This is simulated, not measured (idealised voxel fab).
The following is a process module called voxel gate over fins.
We display cut, a cross-section 195 nm in width whose square cells are each 5 nm.
Square cells in a grid make up a cross-section in this document, and the grid is given as bands, listed from the top down, each one or more rows of cells.
It is stipulated that each band's entry specify, in nanometres, the height of the top of the band and then that of its bottom, followed by the materials of the band in left-to-right sequence, each together with its width in nanometres. A single material marked by the word "throughout" is understood to fill the band from edge to edge; the word "air" is understood to denote empty space.
Counting heights begins at 0, where everything beneath is, in the wafer as received, one material. The lowest band has no bottom; it goes on downwards, as "top 0, no bottom" shows.
Width "30 to 40": first value at the band's top row of cells, second value at its bottom row, equal change from row to row.
When a step is marked "nothing was modified", none of the cells in the cross-section changed during that step.
This entry, "Non-vented voids", enumerates those empty regions of no fewer than 8 cells that possess no open connection to the top. Each region is reported in the form width x height at distance, the distance being taken from the left edge, with all three quantities expressed in nm.
On a step's line, text after the settings is the simulator commenting on that step.
Among the settings permitted on a step's line is "overlay nm"; applied to a step with a mask, it specifies the extent to which the mask lay to the right of its planned position, whereas a negative figure signifies a position to the left.

List of planned process steps
1. RECEIVE | material Si
2. CONFORMAL_DEP | material SiN | thk nm 5
3. MASKED_ETCH | tone cover | mask id FINS | width nm 15 | pitch nm 55 | etch materials SiN | depth nm 5 | overlay nm 0
4. MASKED_ETCH | tone cover | mask id FINS | width nm 15 | pitch nm 55 | etch materials Si | depth nm 35 | overlay nm 0
5. FILL_DEP | material SiO2 | thk nm 15
6. CMP | height nm 5
7. DIRECTIONAL_DEP | material aC | thk nm 15
8. PATTERN | tone open | mask id RAIL | material resist | width nm 15 | thk nm 30 | overlay nm 0
9. DIRECTIONAL_ETCH | etch materials aC | depth nm 15
10. STRIP | etch materials resist
11. DIRECTIONAL_ETCH | etch materials SiO2 | depth nm 35
12. STRIP | etch materials aC
13. CONFORMAL_DEP | material TiN | thk nm 5
14. FILL_DEP | material W | thk nm 5
15. CMP | height nm 5
16. SELECTIVE_ETCH | etch materials W Ru TiN | depth nm 20
17. FILL_DEP | material SiO2 | thk nm 5
18. CMP | height nm 5
19. SELECTIVE_ETCH | etch materials SiO2 | depth nm 15
20. STRIP | etch materials SiN
21. CONFORMAL_DEP | material HfO2 | thk nm 5
22. CONFORMAL_DEP | material TiN | thk nm 5
23. FILL_DEP | material W | thk nm 15
24. CMP | height nm 20
25. CONFORMAL_DEP | material SiCN | thk nm 5

Shown in cross-section is the wafer as received, that is, as it stands after step 1
  top 0, no bottom  Si throughout
  Non-vented voids: none

Cross-section taken at module completion on the first of two wafers; processed per the plan
  top 25, bottom 20  SiCN throughout
  top 20, bottom 10  W throughout
  top 10, bottom 5  W (25) | TiN (35) | W (20) | TiN (35) | W (20) | TiN (35) | W (25)
  top 5, bottom 0  W (25) | TiN (5) | HfO2 (25) | TiN (5) | W (20) | TiN (5) | HfO2 (25) | TiN (5) | W (20) | TiN (5) | HfO2 (25) | TiN (5) | W (25)
  top 0, bottom -5  TiN (30) | HfO2 (5) | Si (15) | HfO2 (5) | TiN (30) | HfO2 (5) | Si (15) | HfO2 (5) | TiN (30) | HfO2 (5) | Si (15) | HfO2 (5) | TiN (30)
  top -5, bottom -10  HfO2 (35) | Si (15) | HfO2 (40) | Si (15) | HfO2 (40) | Si (15) | HfO2 (35)
  top -10, bottom -15  SiO2 (35) | Si (15) | SiO2 (40) | Si (15) | SiO2 (40) | Si (15) | SiO2 (35)
  top -15, bottom -25  SiO2 (35) | Si (15) | SiO2 (10) | TiN (5) | W (5) | TiN (5) | SiO2 (15) | Si (15) | SiO2 (40) | Si (15) | SiO2 (35)
  top -25, bottom -30  SiO2 (35) | Si (15) | SiO2 (10) | TiN (15) | SiO2 (15) | Si (15) | SiO2 (40) | Si (15) | SiO2 (35)
  top -30, bottom -35  SiO2 (35) | Si (15) | SiO2 (40) | Si (15) | SiO2 (40) | Si (15) | SiO2 (35)
  top -35, no bottom  Si throughout
  Non-vented voids: none

Cross-section of the latter of the two wafers at module completion. It had an identical start and an identical plan to the former; in running it, one mistake was made
  top 25, bottom 20  SiCN throughout
  top 20, bottom 10  W throughout
  top 10, bottom 5  W (25) | TiN (35) | W (20) | TiN (35) | W (20) | TiN (35) | W (25)
  top 5, bottom 0  W (25) | TiN (5) | HfO2 (25) | TiN (5) | W (20) | TiN (5) | HfO2 (25) | TiN (5) | W (20) | TiN (5) | HfO2 (25) | TiN (5) | W (25)
  top 0, bottom -5  TiN (30) | HfO2 (5) | Si (15) | HfO2 (5) | TiN (30) | HfO2 (5) | Si (15) | HfO2 (5) | TiN (30) | HfO2 (5) | Si (15) | HfO2 (5) | TiN (30)
  top -5, bottom -10  HfO2 (35) | Si (15) | HfO2 (40) | Si (15) | HfO2 (40) | Si (15) | HfO2 (35)
  top -10, bottom -15  SiO2 (35) | Si (15) | SiO2 (40) | Si (15) | SiO2 (40) | Si (15) | SiO2 (35)
  top -15, bottom -25  W (30) | TiN (5) | Si (15) | TiN (10) | SiO2 (15) | TiN (5) | W (5) | TiN (5) | Si (15) | TiN (5) | W (30) | TiN (5) | Si (15) | TiN (5) | W (30)
  top -25, bottom -30  TiN (35) | Si (15) | TiN (10) | SiO2 (15) | TiN (15) | Si (15) | TiN (40) | Si (15) | TiN (35)
  top -30, bottom -35  SiO2 (35) | Si (15) | SiO2 (40) | Si (15) | SiO2 (40) | Si (15) | SiO2 (35)
  top -35, no bottom  Si throughout
  Non-vented voids: none
Error vs. plan: step 8 ran differently from the plan; actual operation with settings: PATTERN | tone cover | mask id RAIL | material resist | width nm 15 | thk nm 30 | overlay nm 0
Cell-count delta at end, second wafer over first, by material: SiO2: 72 fewer; TiN: 36 more; W: 36 more
